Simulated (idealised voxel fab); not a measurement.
Herein follows the process module entitled voxel wiring stack.
We display cut, a cross-section 215 nm in width whose square cells are each 5 nm.
Cross-section, as written here: a square-cell grid given band by band from the top down, where a band holds one or more rows of cells.
Look at the band entry: it leads with the top's height and the bottom's height in nm. Then it lists the materials left to right, with a width in nm for each. The word "full width" on a single material says that material fills the band edge to edge. The word "blank" is empty space.
Heads up on the height convention: 0 is the point under which the incoming wafer is all one material, and the lowest band has no bottom, it just keeps going down, like "z 0 and below".
The width entry "30 to 40" should be interpreted row by row: the top row of cells in the band takes the first number, the bottom row takes the second number, and the change between adjacent rows is uniform throughout.
When a step is marked "no change", none of the cells in the cross-section changed during that step.
Enclosed voids (no open way to top), threshold 8 cells or more, entry "Listed closed voids", notation width x height at distance, distance from left edge, nm.
It should be noted that, on the line of a given step, the content following the step's settings is a remark produced by the simulator itself with respect to that step.
overlay nm: on a step with a mask, how far right of its planned place the mask lay; negative means left.
Reading guide: pairs of cross-sections, before and after one process step; after view cut off at lowest changed band; step and settings listed under each pair. Pairs may stem from different runs of this module on the same starting wafer; continuity with the pair above only where the "Pre-processing view" entry states it.

Pre-processing view
	z 0 and below = Si full width
	Listed closed voids: none

Result of Step
	z 15 to 0 = SiO2 full width
	No changes below 0.
	Listed closed voids: none
Transition step, before and after shown above: CONFORMAL_DEP with material SiO2, thk nm 15

Pre-processing view: we pick up right where the pair above leaves off, with its after cross-section.

Result of Step
	z 20 to 15 = TiN full width
	No changes below 15.
	Listed closed voids: none
Transition step, before and after shown above: DIRECTIONAL_DEP with material TiN, thk nm 5

Pre-processing view: we pick up right where the pair above leaves off, with its after cross-section.

Result of Step
	z 40 to 20 = Ru full width
	No changes below 20.
	Listed closed voids: none
Transition step, before and after shown above: DIRECTIONAL_DEP with material Ru, thk nm 20

Pre-processing view: we pick up right where the pair above leaves off, with its after cross-section.

Result of Step
	z 40 to 20 = 40 blank; 25 Ru; 30 blank; 25 Ru; 30 blank; 25 Ru; 40 blank
	No changes below 20.
	Listed closed voids: none
Transition step, before and after shown above: MASKED_ETCH with tone cover, mask id METAL_1, width nm 25, pitch nm 55, etch materials Ru, depth nm 20, overlay nm 0

Pre-processing view: we pick up right where the pair above leaves off, with its after cross-section.

Result of Step
	z 40 to 20 = 40 blank; 25 Ru; 30 blank; 25 Ru; 30 blank; 25 Ru; 40 blank
	z 20 to 15 = 40 blank; 25 TiN; 30 blank; 25 TiN; 30 blank; 25 TiN; 40 blank
	No changes below 15.
	Listed closed voids: none
Transition step, before and after shown above: MASKED_ETCH with tone cover, mask id METAL_1, width nm 25, pitch nm 55, etch materials TiN, depth nm 5, overlay nm 0

Pre-processing view: we pick up right where the pair above leaves off, with its after cross-section.

Result of Step
	z 45 to 40 = 35 blank; 35 SiN; 20 blank; 35 SiN; 20 blank; 35 SiN; 35 blank
	z 40 to 20 = 35 blank; 5 SiN; 25 Ru; 5 SiN; 20 blank; 5 SiN; 25 Ru; 5 SiN; 20 blank; 5 SiN; 25 Ru; 5 SiN; 35 blank
	z 20 to 15 = 40 SiN; 25 TiN; 30 SiN; 25 TiN; 30 SiN; 25 TiN; 40 SiN
	No changes below 15.
	Listed closed voids: none
Transition step, before and after shown above: CONFORMAL_DEP with material SiN, thk nm 5

Pre-processing view: we pick up right where the pair above leaves off, with its after cross-section.

Result of Step
	z 50 to 45 = lowk full width
	z 45 to 40 = 35 lowk; 35 SiN; 20 lowk; 35 SiN; 20 lowk; 35 SiN; 35 lowk
	z 40 to 20 = 35 lowk; 5 SiN; 25 Ru; 5 SiN; 20 lowk; 5 SiN; 25 Ru; 5 SiN; 20 lowk; 5 SiN; 25 Ru; 5 SiN; 35 lowk
	No changes below 20.
	Listed closed voids: none
Transition step, before and after shown above: FILL_DEP with material lowk, thk nm 5

Pre-processing view: we pick up right where the pair above leaves off, with its after cross-section.

Result of Step
	z 40 to 20 = 35 lowk; 5 SiN; 25 Ru; 5 SiN; 20 lowk; 5 SiN; 25 Ru; 5 SiN; 20 lowk; 5 SiN; 25 Ru; 5 SiN; 35 lowk
	No changes below 20.
	Listed closed voids: none
Transition step, before and after shown above: CMP with height nm 40

Pre-processing view: we pick up right where the pair above leaves off, with its after cross-section.

Result of Step
	z 45 to 40 = SiCN full width
	No changes below 40.
	Listed closed voids: none
Transition step, before and after shown above: CONFORMAL_DEP with material SiCN, thk nm 5

Pre-processing view: we pick up right where the pair above leaves off, with its after cross-section.

Result of Step
	z 75 to 45 = SiO2 full width
	No changes below 45.
	Listed closed voids: none
Transition step, before and after shown above: DIRECTIONAL_DEP with material SiO2, thk nm 30

Pre-processing view: we pick up right where the pair above leaves off, with its after cross-section.

Result of Step
	z 90 to 75 = 40 resist; 25 blank; 30 resist; 25 blank; 30 resist; 25 blank; 40 resist
	No changes below 75.
	Listed closed voids: none
Transition step, before and after shown above: PATTERN with tone open, mask id METAL_2, material resist, width nm 25, pitch nm 55, thk nm 15, overlay nm 0

Pre-processing view: we pick up right where the pair above leaves off, with its after cross-section.

Result of Step
	z 90 to 75 = 40 resist; 25 blank; 30 resist; 25 blank; 30 resist; 25 blank; 40 resist
	z 75 to 55 = 40 SiO2; 25 blank; 30 SiO2; 25 blank; 30 SiO2; 25 blank; 40 SiO2
	No changes below 55.
	Listed closed voids: none
Transition step, before and after shown above: DIRECTIONAL_ETCH with etch materials SiO2, depth nm 20

Pre-processing view: we pick up right where the pair above leaves off, with its after cross-section.

Result of Step
	z 75 to 55 = 40 SiO2; 25 blank; 30 SiO2; 25 blank; 30 SiO2; 25 blank; 40 SiO2
	No changes below 55.
	Listed closed voids: none
Transition step, before and after shown above: STRIP with etch materials resist

Pre-processing view: we pick up right where the pair above leaves off, with its after cross-section.

Result of Step
	z 90 to 75 = 40 aC; 25 blank; 30 aC; 25 blank; 30 aC; 25 blank; 40 aC
	z 75 to 70 = 40 SiO2; 25 blank; 30 SiO2; 25 blank; 30 SiO2; 25 blank; 40 SiO2
	z 70 to 55 = 40 SiO2; 25 aC; 30 SiO2; 25 aC; 30 SiO2; 25 aC; 40 SiO2
	No changes below 55.
	Listed closed voids: none
Transition step, before and after shown above: DIRECTIONAL_DEP with material aC, thk nm 15

Pre-processing view: we pick up right where the pair above leaves off, with its after cross-section.

Result of Step
	z 120 to 90 = 40 resist; 15 blank; 40 resist; 15 blank; 40 resist; 15 blank; 50 resist
	z 90 to 75 = 40 aC; 15 blank; 10 resist; 30 aC; 15 blank; 10 resist; 30 aC; 15 blank; 10 resist; 40 aC
	z 75 to 70 = 40 SiO2; 15 blank; 10 resist; 30 SiO2; 15 blank; 10 resist; 30 SiO2; 15 blank; 10 resist; 40 SiO2
	No changes below 70.
	Listed closed voids: none
Transition step, before and after shown above: PATTERN with tone open, mask id METAL_2_HOLES, material resist, width nm 15, pitch nm 55, thk nm 30, overlay nm 0

Pre-processing view: we pick up right where the pair above leaves off, with its after cross-section.

Result of Step
	z 105 to 90 = 40 resist; 15 blank; 40 resist; 15 blank; 40 resist; 15 blank; 50 resist
	z 90 to 75 = 40 aC; 15 blank; 10 resist; 30 aC; 15 blank; 10 resist; 30 aC; 15 blank; 10 resist; 40 aC
	z 75 to 70 = 40 SiO2; 15 blank; 10 resist; 30 SiO2; 15 blank; 10 resist; 30 SiO2; 15 blank; 10 resist; 40 SiO2
	z 70 to 55 = 40 SiO2; 15 blank; 10 aC; 30 SiO2; 15 blank; 10 aC; 30 SiO2; 15 blank; 10 aC; 40 SiO2
	No changes below 55.
	Listed closed voids: none
Transition step, before and after shown above: DIRECTIONAL_ETCH with etch materials aC, depth nm 15

Pre-processing view: we pick up right where the pair above leaves off, with its after cross-section.

Result of Step
	z 90 to 75 = 40 aC; 25 blank; 30 aC; 25 blank; 30 aC; 25 blank; 40 aC
	z 75 to 70 = 40 SiO2; 25 blank; 30 SiO2; 25 blank; 30 SiO2; 25 blank; 40 SiO2
	No changes below 70.
	Listed closed voids: none
Transition step, before and after shown above: STRIP with etch materials resist

Pre-processing view: we pick up right where the pair above leaves off, with its after cross-section.

Result of Step
	z 90 to 75 = 40 aC; 25 blank; 30 aC; 25 blank; 30 aC; 25 blank; 40 aC
	z 75 to 70 = 40 SiO2; 25 blank; 30 SiO2; 25 blank; 30 SiO2; 25 blank; 40 SiO2
	z 70 to 55 = 40 SiO2; 15 blank; 10 aC; 30 SiO2; 15 blank; 10 aC; 30 SiO2; 15 blank; 10 aC; 40 SiO2
	z 55 to 45 = 40 SiO2; 15 blank; 40 SiO2; 15 blank; 40 SiO2; 15 blank; 50 SiO2
	No changes below 45.
	Listed closed voids: none
Transition step, before and after shown above: DIRECTIONAL_ETCH with etch materials SiO2, depth nm 10

Pre-processing view: we pick up right where the pair above leaves off, with its after cross-section.

Result of Step
	z 90 to 75 = 40 aC; 25 blank; 30 aC; 25 blank; 30 aC; 25 blank; 40 aC
	z 75 to 70 = 40 SiO2; 25 blank; 30 SiO2; 25 blank; 30 SiO2; 25 blank; 40 SiO2
	z 70 to 55 = 40 SiO2; 15 blank; 10 aC; 30 SiO2; 15 blank; 10 aC; 30 SiO2; 15 blank; 10 aC; 40 SiO2
	z 55 to 45 = 40 SiO2; 15 blank; 40 SiO2; 15 blank; 40 SiO2; 15 blank; 50 SiO2
	z 45 to 40 = 40 SiCN; 15 blank; 40 SiCN; 15 blank; 40 SiCN; 15 blank; 50 SiCN
	No changes below 40.
	Listed closed voids: none
Transition step, before and after shown above: DIRECTIONAL_ETCH with etch materials SiCN, depth nm 5

Pre-processing view: we pick up right where the pair above leaves off, with its after cross-section.

Result of Step
	z 75 to 55 = 40 SiO2; 25 blank; 30 SiO2; 25 blank; 30 SiO2; 25 blank; 40 SiO2
	No changes below 55.
	Listed closed voids: none
Transition step, before and after shown above: STRIP with etch materials aC

Pre-processing view: we pick up right where the pair above leaves off, with its after cross-section.

Result of Step
	z 80 to 75 = 45 TiN; 15 blank; 40 TiN; 15 blank; 40 TiN; 15 blank; 45 TiN
	z 75 to 60 = 40 SiO2; 5 TiN; 15 blank; 5 TiN; 30 SiO2; 5 TiN; 15 blank; 5 TiN; 30 SiO2; 5 TiN; 15 blank; 5 TiN; 40 SiO2
	z 60 to 55 = 40 SiO2; 5 TiN; 5 blank; 15 TiN; 30 SiO2; 5 TiN; 5 blank; 15 TiN; 30 SiO2; 5 TiN; 5 blank; 15 TiN; 40 SiO2
	z 55 to 45 = 40 SiO2; 5 TiN; 5 blank; 5 TiN; 40 SiO2; 5 TiN; 5 blank; 5 TiN; 40 SiO2; 5 TiN; 5 blank; 5 TiN; 50 SiO2
	z 45 to 40 = 40 SiCN; 15 TiN; 40 SiCN; 15 TiN; 40 SiCN; 15 TiN; 50 SiCN
	No changes below 40.
	Listed closed voids: none
Transition step, before and after shown above: CONFORMAL_DEP with material TiN, thk nm 5

Pre-processing view: we pick up right where the pair above leaves off, with its after cross-section.

Result of Step
	z 90 to 80 = Cu full width
	z 80 to 75 = 45 TiN; 15 Cu; 40 TiN; 15 Cu; 40 TiN; 15 Cu; 45 TiN
	z 75 to 60 = 40 SiO2; 5 TiN; 15 Cu; 5 TiN; 30 SiO2; 5 TiN; 15 Cu; 5 TiN; 30 SiO2; 5 TiN; 15 Cu; 5 TiN; 40 SiO2
	z 60 to 55 = 40 SiO2; 5 TiN; 5 Cu; 15 TiN; 30 SiO2; 5 TiN; 5 Cu; 15 TiN; 30 SiO2; 5 TiN; 5 Cu; 15 TiN; 40 SiO2
	z 55 to 45 = 40 SiO2; 5 TiN; 5 Cu; 5 TiN; 40 SiO2; 5 TiN; 5 Cu; 5 TiN; 40 SiO2; 5 TiN; 5 Cu; 5 TiN; 50 SiO2
	No changes below 45.
	Listed closed voids: none
Transition step, before and after shown above: FILL_DEP with material Cu, thk nm 10

Pre-processing view: we pick up right where the pair above leaves off, with its after cross-section.

Result of Step
	z 75 to 60 = 40 SiO2; 5 TiN; 15 Cu; 5 TiN; 30 SiO2; 5 TiN; 15 Cu; 5 TiN; 30 SiO2; 5 TiN; 15 Cu; 5 TiN; 40 SiO2
	No changes below 60.
	Listed closed voids: none
Transition step, before and after shown above: CMP with height nm 75

Pre-processing view: we pick up right where the pair above leaves off, with its after cross-section.

Result of Step
	z 80 to 75 = SiCN full width
	No changes below 75.
	Listed closed voids: none
Transition step, before and after shown above: CONFORMAL_DEP with material SiCN, thk nm 5

Pre-processing view
	z 90 to 80 = Cu full width
	z 80 to 75 = 45 TiN; 15 Cu; 40 TiN; 15 Cu; 40 TiN; 15 Cu; 45 TiN
	z 75 to 60 = 40 SiO2; 5 TiN; 15 Cu; 5 TiN; 30 SiO2; 5 TiN; 15 Cu; 5 TiN; 30 SiO2; 5 TiN; 15 Cu; 5 TiN; 40 SiO2
	z 60 to 55 = 40 SiO2; 5 TiN; 5 Cu; 15 TiN; 30 SiO2; 5 TiN; 5 Cu; 15 TiN; 30 SiO2; 5 TiN; 5 Cu; 15 TiN; 40 SiO2
	z 55 to 45 = 40 SiO2; 5 TiN; 5 Cu; 5 TiN; 40 SiO2; 5 TiN; 5 Cu; 5 TiN; 40 SiO2; 5 TiN; 5 Cu; 5 TiN; 50 SiO2
	z 45 to 40 = 40 SiCN; 15 TiN; 40 SiCN; 15 TiN; 40 SiCN; 15 TiN; 50 SiCN
	z 40 to 20 = 35 lowk; 5 SiN; 25 Ru; 5 SiN; 20 lowk; 5 SiN; 25 Ru; 5 SiN; 20 lowk; 5 SiN; 25 Ru; 5 SiN; 35 lowk
	z 20 to 15 = 40 SiN; 25 TiN; 30 SiN; 25 TiN; 30 SiN; 25 TiN; 40 SiN
	z 15 to 0 = SiO2 full width
	z 0 and below = Si full width
	Listed closed voids: none

Result of Step
	z 95 to 90 = SiCN full width
	No changes below 90.
	Listed closed voids: none
Transition step, before and after shown above: CONFORMAL_DEP with material SiCN, thk nm 5

Pre-processing view
	z 15 to 0 = SiO2 full width
	z 0 and below = Si full width
	Listed closed voids: none

Result of Step
	z 30 to 0 = SiO2 full width
	No changes below 0.
	Listed closed voids: none
Transition step, before and after shown above: CONFORMAL_DEP with material SiO2, thk nm 15

Pre-processing view: we pick up right where the pair above leaves off, with its after cross-section.

Result of Step
	z 35 to 30 = TiN full width
	No changes below 30.
	Listed closed voids: none
Transition step, before and after shown above: DIRECTIONAL_DEP with material TiN, thk nm 5

Pre-processing view: we pick up right where the pair above leaves off, with its after cross-section.

Result of Step
	z 55 to 35 = Ru full width
	No changes below 35.
	Listed closed voids: none
Transition step, before and after shown above: DIRECTIONAL_DEP with material Ru, thk nm 20

Pre-processing view: we pick up right where the pair above leaves off, with its after cross-section.

Result of Step
	z 55 to 35 = 40 blank; 25 Ru; 30 blank; 25 Ru; 30 blank; 25 Ru; 40 blank
	No changes below 35.
	Listed closed voids: none
Transition step, before and after shown above: MASKED_ETCH with tone cover, mask id METAL_1, width nm 25, pitch nm 55, etch materials Ru, depth nm 20, overlay nm 0

Pre-processing view: we pick up right where the pair above leaves off, with its after cross-section.

Result of Step
	z 55 to 35 = 40 blank; 25 Ru; 30 blank; 25 Ru; 30 blank; 25 Ru; 40 blank
	z 35 to 30 = 40 blank; 25 TiN; 30 blank; 25 TiN; 30 blank; 25 TiN; 40 blank
	No changes below 30.
	Listed closed voids: none
Transition step, before and after shown above: MASKED_ETCH with tone cover, mask id METAL_1, width nm 25, pitch nm 55, etch materials TiN, depth nm 5, overlay nm 0

Pre-processing view: we pick up right where the pair above leaves off, with its after cross-section.

Result of Step
	z 60 to 55 = 35 blank; 35 SiN; 20 blank; 35 SiN; 20 blank; 35 SiN; 35 blank
	z 55 to 35 = 35 blank; 5 SiN; 25 Ru; 5 SiN; 20 blank; 5 SiN; 25 Ru; 5 SiN; 20 blank; 5 SiN; 25 Ru; 5 SiN; 35 blank
	z 35 to 30 = 40 SiN; 25 TiN; 30 SiN; 25 TiN; 30 SiN; 25 TiN; 40 SiN
	No changes below 30.
	Listed closed voids: none
Transition step, before and after shown above: CONFORMAL_DEP with material SiN, thk nm 5

Pre-processing view: we pick up right where the pair above leaves off, with its after cross-section.

Result of Step
	z 65 to 60 = lowk full width
	z 60 to 55 = 35 lowk; 35 SiN; 20 lowk; 35 SiN; 20 lowk; 35 SiN; 35 lowk
	z 55 to 35 = 35 lowk; 5 SiN; 25 Ru; 5 SiN; 20 lowk; 5 SiN; 25 Ru; 5 SiN; 20 lowk; 5 SiN; 25 Ru; 5 SiN; 35 lowk
	No changes below 35.
	Listed closed voids: none
Transition step, before and after shown above: FILL_DEP with material lowk, thk nm 5

Pre-processing view: we pick up right where the pair above leaves off, with its after cross-section.

Result of Step
	z 40 to 35 = 35 lowk; 5 SiN; 25 Ru; 5 SiN; 20 lowk; 5 SiN; 25 Ru; 5 SiN; 20 lowk; 5 SiN; 25 Ru; 5 SiN; 35 lowk
	No changes below 35.
	Listed closed voids: none
Transition step, before and after shown above: CMP with height nm 40

Pre-processing view: we pick up right where the pair above leaves off, with its after cross-section.

Result of Step
	z 45 to 40 = SiCN full width
	No changes below 40.
	Listed closed voids: none
Transition step, before and after shown above: CONFORMAL_DEP with material SiCN, thk nm 5

Pre-processing view: we pick up right where the pair above leaves off, with its after cross-section.

Result of Step
	z 75 to 45 = SiO2 full width
	No changes below 45.
	Listed closed voids: none
Transition step, before and after shown above: DIRECTIONAL_DEP with material SiO2, thk nm 30

Pre-processing view: we pick up right where the pair above leaves off, with its after cross-section.

Result of Step
	z 90 to 75 = 40 resist; 25 blank; 30 resist; 25 blank; 30 resist; 25 blank; 40 resist
	No changes below 75.
	Listed closed voids: none
Transition step, before and after shown above: PATTERN with tone open, mask id METAL_2, material resist, width nm 25, pitch nm 55, thk nm 15, overlay nm 0

Pre-processing view: we pick up right where the pair above leaves off, with its after cross-section.

Result of Step
	z 90 to 75 = 40 resist; 25 blank; 30 resist; 25 blank; 30 resist; 25 blank; 40 resist
	z 75 to 55 = 40 SiO2; 25 blank; 30 SiO2; 25 blank; 30 SiO2; 25 blank; 40 SiO2
	No changes below 55.
	Listed closed voids: none
Transition step, before and after shown above: DIRECTIONAL_ETCH with etch materials SiO2, depth nm 20

Pre-processing view: we pick up right where the pair above leaves off, with its after cross-section.

Result of Step
	z 75 to 55 = 40 SiO2; 25 blank; 30 SiO2; 25 blank; 30 SiO2; 25 blank; 40 SiO2
	No changes below 55.
	Listed closed voids: none
Transition step, before and after shown above: STRIP with etch materials resist

Pre-processing view: we pick up right where the pair above leaves off, with its after cross-section.

Result of Step
	z 90 to 75 = 40 aC; 25 blank; 30 aC; 25 blank; 30 aC; 25 blank; 40 aC
	z 75 to 70 = 40 SiO2; 25 blank; 30 SiO2; 25 blank; 30 SiO2; 25 blank; 40 SiO2
	z 70 to 55 = 40 SiO2; 25 aC; 30 SiO2; 25 aC; 30 SiO2; 25 aC; 40 SiO2
	No changes below 55.
	Listed closed voids: none
Transition step, before and after shown above: DIRECTIONAL_DEP with material aC, thk nm 15

Pre-processing view: we pick up right where the pair above leaves off, with its after cross-section.

Result of Step
	z 120 to 90 = 40 resist; 15 blank; 40 resist; 15 blank; 40 resist; 15 blank; 50 resist
	z 90 to 75 = 40 aC; 15 blank; 10 resist; 30 aC; 15 blank; 10 resist; 30 aC; 15 blank; 10 resist; 40 aC
	z 75 to 70 = 40 SiO2; 15 blank; 10 resist; 30 SiO2; 15 blank; 10 resist; 30 SiO2; 15 blank; 10 resist; 40 SiO2
	No changes below 70.
	Listed closed voids: none
Transition step, before and after shown above: PATTERN with tone open, mask id METAL_2_HOLES, material resist, width nm 15, pitch nm 55, thk nm 30, overlay nm 0

Pre-processing view: we pick up right where the pair above leaves off, with its after cross-section.

Result of Step
	z 105 to 90 = 40 resist; 15 blank; 40 resist; 15 blank; 40 resist; 15 blank; 50 resist
	z 90 to 75 = 40 aC; 15 blank; 10 resist; 30 aC; 15 blank; 10 resist; 30 aC; 15 blank; 10 resist; 40 aC
	z 75 to 70 = 40 SiO2; 15 blank; 10 resist; 30 SiO2; 15 blank; 10 resist; 30 SiO2; 15 blank; 10 resist; 40 SiO2
	z 70 to 55 = 40 SiO2; 15 blank; 10 aC; 30 SiO2; 15 blank; 10 aC; 30 SiO2; 15 blank; 10 aC; 40 SiO2
	No changes below 55.
	Listed closed voids: none
Transition step, before and after shown above: DIRECTIONAL_ETCH with etch materials aC, depth nm 15

Pre-processing view: we pick up right where the pair above leaves off, with its after cross-section.

Result of Step
	z 90 to 75 = 40 aC; 25 blank; 30 aC; 25 blank; 30 aC; 25 blank; 40 aC
	z 75 to 70 = 40 SiO2; 25 blank; 30 SiO2; 25 blank; 30 SiO2; 25 blank; 40 SiO2
	No changes below 70.
	Listed closed voids: none
Transition step, before and after shown above: STRIP with etch materials resist

Pre-processing view: we pick up right where the pair above leaves off, with its after cross-section.

Result of Step
	z 90 to 75 = 40 aC; 25 blank; 30 aC; 25 blank; 30 aC; 25 blank; 40 aC
	z 75 to 70 = 40 SiO2; 25 blank; 30 SiO2; 25 blank; 30 SiO2; 25 blank; 40 SiO2
	z 70 to 55 = 40 SiO2; 15 blank; 10 aC; 30 SiO2; 15 blank; 10 aC; 30 SiO2; 15 blank; 10 aC; 40 SiO2
	z 55 to 45 = 40 SiO2; 15 blank; 40 SiO2; 15 blank; 40 SiO2; 15 blank; 50 SiO2
	No changes below 45.
	Listed closed voids: none
Transition step, before and after shown above: DIRECTIONAL_ETCH with etch materials SiO2, depth nm 10

Pre-processing view: we pick up right where the pair above leaves off, with its after cross-section.

Result of Step
	z 90 to 75 = 40 aC; 25 blank; 30 aC; 25 blank; 30 aC; 25 blank; 40 aC
	z 75 to 70 = 40 SiO2; 25 blank; 30 SiO2; 25 blank; 30 SiO2; 25 blank; 40 SiO2
	z 70 to 55 = 40 SiO2; 15 blank; 10 aC; 30 SiO2; 15 blank; 10 aC; 30 SiO2; 15 blank; 10 aC; 40 SiO2
	z 55 to 45 = 40 SiO2; 15 blank; 40 SiO2; 15 blank; 40 SiO2; 15 blank; 50 SiO2
	z 45 to 40 = 40 SiCN; 15 blank; 40 SiCN; 15 blank; 40 SiCN; 15 blank; 50 SiCN
	No changes below 40.
	Listed closed voids: none
Transition step, before and after shown above: DIRECTIONAL_ETCH with etch materials SiCN, depth nm 5

Pre-processing view: we pick up right where the pair above leaves off, with its after cross-section.

Result of Step
	z 75 to 55 = 40 SiO2; 25 blank; 30 SiO2; 25 blank; 30 SiO2; 25 blank; 40 SiO2
	No changes below 55.
	Listed closed voids: none
Transition step, before and after shown above: STRIP with etch materials aC

Pre-processing view: we pick up right where the pair above leaves off, with its after cross-section.

Result of Step
	z 80 to 75 = 45 TiN; 15 blank; 40 TiN; 15 blank; 40 TiN; 15 blank; 45 TiN
	z 75 to 60 = 40 SiO2; 5 TiN; 15 blank; 5 TiN; 30 SiO2; 5 TiN; 15 blank; 5 TiN; 30 SiO2; 5 TiN; 15 blank; 5 TiN; 40 SiO2
	z 60 to 55 = 40 SiO2; 5 TiN; 5 blank; 15 TiN; 30 SiO2; 5 TiN; 5 blank; 15 TiN; 30 SiO2; 5 TiN; 5 blank; 15 TiN; 40 SiO2
	z 55 to 45 = 40 SiO2; 5 TiN; 5 blank; 5 TiN; 40 SiO2; 5 TiN; 5 blank; 5 TiN; 40 SiO2; 5 TiN; 5 blank; 5 TiN; 50 SiO2
	z 45 to 40 = 40 SiCN; 15 TiN; 40 SiCN; 15 TiN; 40 SiCN; 15 TiN; 50 SiCN
	No changes below 40.
	Listed closed voids: none
Transition step, before and after shown above: CONFORMAL_DEP with material TiN, thk nm 5

Pre-processing view: we pick up right where the pair above leaves off, with its after cross-section.

Result of Step
	z 90 to 80 = Cu full width
	z 80 to 75 = 45 TiN; 15 Cu; 40 TiN; 15 Cu; 40 TiN; 15 Cu; 45 TiN
	z 75 to 60 = 40 SiO2; 5 TiN; 15 Cu; 5 TiN; 30 SiO2; 5 TiN; 15 Cu; 5 TiN; 30 SiO2; 5 TiN; 15 Cu; 5 TiN; 40 SiO2
	z 60 to 55 = 40 SiO2; 5 TiN; 5 Cu; 15 TiN; 30 SiO2; 5 TiN; 5 Cu; 15 TiN; 30 SiO2; 5 TiN; 5 Cu; 15 TiN; 40 SiO2
	z 55 to 45 = 40 SiO2; 5 TiN; 5 Cu; 5 TiN; 40 SiO2; 5 TiN; 5 Cu; 5 TiN; 40 SiO2; 5 TiN; 5 Cu; 5 TiN; 50 SiO2
	No changes below 45.
	Listed closed voids: none
Transition step, before and after shown above: FILL_DEP with material Cu, thk nm 10

Pre-processing view: we pick up right where the pair above leaves off, with its after cross-section.

Result of Step
	z 75 to 60 = 40 SiO2; 5 TiN; 15 Cu; 5 TiN; 30 SiO2; 5 TiN; 15 Cu; 5 TiN; 30 SiO2; 5 TiN; 15 Cu; 5 TiN; 40 SiO2
	No changes below 60.
	Listed closed voids: none
Transition step, before and after shown above: CMP with height nm 75

Pre-processing view: we pick up right where the pair above leaves off, with its after cross-section.

Result of Step
	z 80 to 75 = SiCN full width
	No changes below 75.
	Listed closed voids: none
Transition step, before and after shown above: CONFORMAL_DEP with material SiCN, thk nm 5

Pre-processing view
	z 0 and below = Si full width
	Listed closed voids: none

Result of Step
	z 5 to 0 = TiN full width
	No changes below 0.
	Listed closed voids: none
Transition step, before and after shown above: DIRECTIONAL_DEP with material TiN, thk nm 5

Pre-processing view: we pick up right where the pair above leaves off, with its after cross-section.

Result of Step
	z 20 to 5 = SiO2 full width
	No changes below 5.
	Listed closed voids: none
Transition step, before and after shown above: CONFORMAL_DEP with material SiO2, thk nm 15

Pre-processing view: we pick up right where the pair above leaves off, with its after cross-section.

Result of Step
	z 40 to 20 = Ru full width
	No changes below 20.
	Listed closed voids: none
Transition step, before and after shown above: DIRECTIONAL_DEP with material Ru, thk nm 20

Pre-processing view: we pick up right where the pair above leaves off, with its after cross-section.

Result of Step
	z 40 to 20 = 40 blank; 25 Ru; 30 blank; 25 Ru; 30 blank; 25 Ru; 40 blank
	No changes below 20.
	Listed closed voids: none
Transition step, before and after shown above: MASKED_ETCH with tone cover, mask id METAL_1, width nm 25, pitch nm 55, etch materials Ru, depth nm 20, overlay nm 0

Pre-processing view: we pick up right where the pair above leaves off, with its after cross-section.

Result of Step
	z 45 to 40 = 35 blank; 35 SiN; 20 blank; 35 SiN; 20 blank; 35 SiN; 35 blank
	z 40 to 25 = 35 blank; 5 SiN; 25 Ru; 5 SiN; 20 blank; 5 SiN; 25 Ru; 5 SiN; 20 blank; 5 SiN; 25 Ru; 5 SiN; 35 blank
	z 25 to 20 = 40 SiN; 25 Ru; 30 SiN; 25 Ru; 30 SiN; 25 Ru; 40 SiN
	No changes below 20.
	Listed closed voids: none
Transition step, before and after shown above: CONFORMAL_DEP with material SiN, thk nm 5

Pre-processing view: we pick up right where the pair above leaves off, with its after cross-section.

Result of Step
	z 50 to 45 = lowk full width
	z 45 to 40 = 35 lowk; 35 SiN; 20 lowk; 35 SiN; 20 lowk; 35 SiN; 35 lowk
	z 40 to 25 = 35 lowk; 5 SiN; 25 Ru; 5 SiN; 20 lowk; 5 SiN; 25 Ru; 5 SiN; 20 lowk; 5 SiN; 25 Ru; 5 SiN; 35 lowk
	No changes below 25.
	Listed closed voids: none
Transition step, before and after shown above: FILL_DEP with material lowk, thk nm 5

Pre-processing view: we pick up right where the pair above leaves off, with its after cross-section.

Result of Step
	z 40 to 25 = 35 lowk; 5 SiN; 25 Ru; 5 SiN; 20 lowk; 5 SiN; 25 Ru; 5 SiN; 20 lowk; 5 SiN; 25 Ru; 5 SiN; 35 lowk
	No changes below 25.
	Listed closed voids: none
Transition step, before and after shown above: CMP with height nm 40

Pre-processing view: we pick up right where the pair above leaves off, with its after cross-section.

Result of Step
	z 45 to 40 = SiCN full width
	No changes below 40.
	Listed closed voids: none
Transition step, before and after shown above: CONFORMAL_DEP with material SiCN, thk nm 5

Pre-processing view: we pick up right where the pair above leaves off, with its after cross-section.

Result of Step
	z 75 to 45 = SiO2 full width
	No changes below 45.
	Listed closed voids: none
Transition step, before and after shown above: DIRECTIONAL_DEP with material SiO2, thk nm 30

Pre-processing view: we pick up right where the pair above leaves off, with its after cross-section.

Result of Step
	z 90 to 75 = 40 resist; 25 blank; 30 resist; 25 blank; 30 resist; 25 blank; 40 resist
	No changes below 75.
	Listed closed voids: none
Transition step, before and after shown above: PATTERN with tone open, mask id METAL_2, material resist, width nm 25, pitch nm 55, thk nm 15, overlay nm 0

Pre-processing view: we pick up right where the pair above leaves off, with its after cross-section.

Result of Step
	z 90 to 75 = 40 resist; 25 blank; 30 resist; 25 blank; 30 resist; 25 blank; 40 resist
	z 75 to 55 = 40 SiO2; 25 blank; 30 SiO2; 25 blank; 30 SiO2; 25 blank; 40 SiO2
	No changes below 55.
	Listed closed voids: none
Transition step, before and after shown above: DIRECTIONAL_ETCH with etch materials SiO2, depth nm 20

Pre-processing view: we pick up right where the pair above leaves off, with its after cross-section.

Result of Step
	z 75 to 55 = 40 SiO2; 25 blank; 30 SiO2; 25 blank; 30 SiO2; 25 blank; 40 SiO2
	No changes below 55.
	Listed closed voids: none
Transition step, before and after shown above: STRIP with etch materials resist

Pre-processing view: we pick up right where the pair above leaves off, with its after cross-section.

Result of Step
	z 90 to 75 = 40 aC; 25 blank; 30 aC; 25 blank; 30 aC; 25 blank; 40 aC
	z 75 to 70 = 40 SiO2; 25 blank; 30 SiO2; 25 blank; 30 SiO2; 25 blank; 40 SiO2
	z 70 to 55 = 40 SiO2; 25 aC; 30 SiO2; 25 aC; 30 SiO2; 25 aC; 40 SiO2
	No changes below 55.
	Listed closed voids: none
Transition step, before and after shown above: DIRECTIONAL_DEP with material aC, thk nm 15

Pre-processing view: we pick up right where the pair above leaves off, with its after cross-section.

Result of Step
	z 120 to 90 = 40 resist; 15 blank; 40 resist; 15 blank; 40 resist; 15 blank; 50 resist
	z 90 to 75 = 40 aC; 15 blank; 10 resist; 30 aC; 15 blank; 10 resist; 30 aC; 15 blank; 10 resist; 40 aC
	z 75 to 70 = 40 SiO2; 15 blank; 10 resist; 30 SiO2; 15 blank; 10 resist; 30 SiO2; 15 blank; 10 resist; 40 SiO2
	No changes below 70.
	Listed closed voids: none
Transition step, before and after shown above: PATTERN with tone open, mask id METAL_2_HOLES, material resist, width nm 15, pitch nm 55, thk nm 30, overlay nm 0
